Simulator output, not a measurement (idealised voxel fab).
The process module that follows is named voxel tone inversion.
Cross-sectional view cut (width: 245 nm; square cell size: 5 nm).
The cross-sections in this document take the form of a grid made of square cells. They are written out as bands, in order from top to bottom. Each band consists of one or more rows of cells. This entry defines a band. It first specifies the height of the band's top and the height of its bottom in nm, and then specifies the band's materials from left to right, stating each material with its width in nm. The word "full width" identifies a single material that fills the band from edge to edge, while the word "air" identifies empty space. Counting heights begins at 0, where everything beneath is, in the wafer as received, one material. The lowest band has no bottom; it goes on downwards, as "0..down" shows. Note: "30->40" means the width goes from the first number (top row of the band) to the second number (bottom row) in equal steps per row of cells. What does "nothing different" mean for a step? It means no cell of the cross-section changed in that step. Enclosed empty spaces: empty space of 8 cells or more with no open way to the top, each as width x height at its distance from the left edge, in nm. Read whatever lies past the settings on a step's line as the simulator's own remark about the step. overlay nm: mask offset rightward from planned place, masked step; negative means leftward offset.
## Here's what the planned process steps look like
step 1: RECEIVE,material Si
step 2: CONFORMAL_DEP,material SiN,thk nm 5
step 3: DIRECTIONAL_DEP,material polySi,thk nm 15
step 4: PATTERN,tone cover,mask id POSTS,material resist,width nm 20,pitch nm 40,thk nm 20,overlay nm 0
step 5: DIRECTIONAL_ETCH,etch materials polySi,depth nm 15
step 6: STRIP,etch materials resist
step 7: FILL_DEP,material SiO2,thk nm 5
step 8: CMP,height nm 20
step 9: STRIP,etch materials polySi
## Incoming wafer in cross-section (state: after step 1)
0..down | Si full width
Enclosed empty spaces: none
## Sectioned view, first of two wafers, at the close of the module, processed as intended in the plan
20..5 | SiO2 50, air 20, SiO2 20, air 20, SiO2 20, air 20, SiO2 20, air 20, SiO2 55
5..0 | SiN full width
0..down | Si full width
Enclosed empty spaces: none
## This cross-section belongs to the second wafer of two at the end of the module; the start and the plan were shared with the first, and the run included one mistake
10..5 | SiO2 50, air 20, SiO2 20, air 20, SiO2 20, air 20, SiO2 20, air 20, SiO2 55
5..0 | SiN full width
0..down | Si full width
Enclosed empty spaces: none
Finding, execution versus plan: in deviation from the planned setting, step 8 was conducted as CMP,height nm 10
Looking at both finished wafers in cells, the second ends up ahead of or behind the first on some materials: -66 SiO2
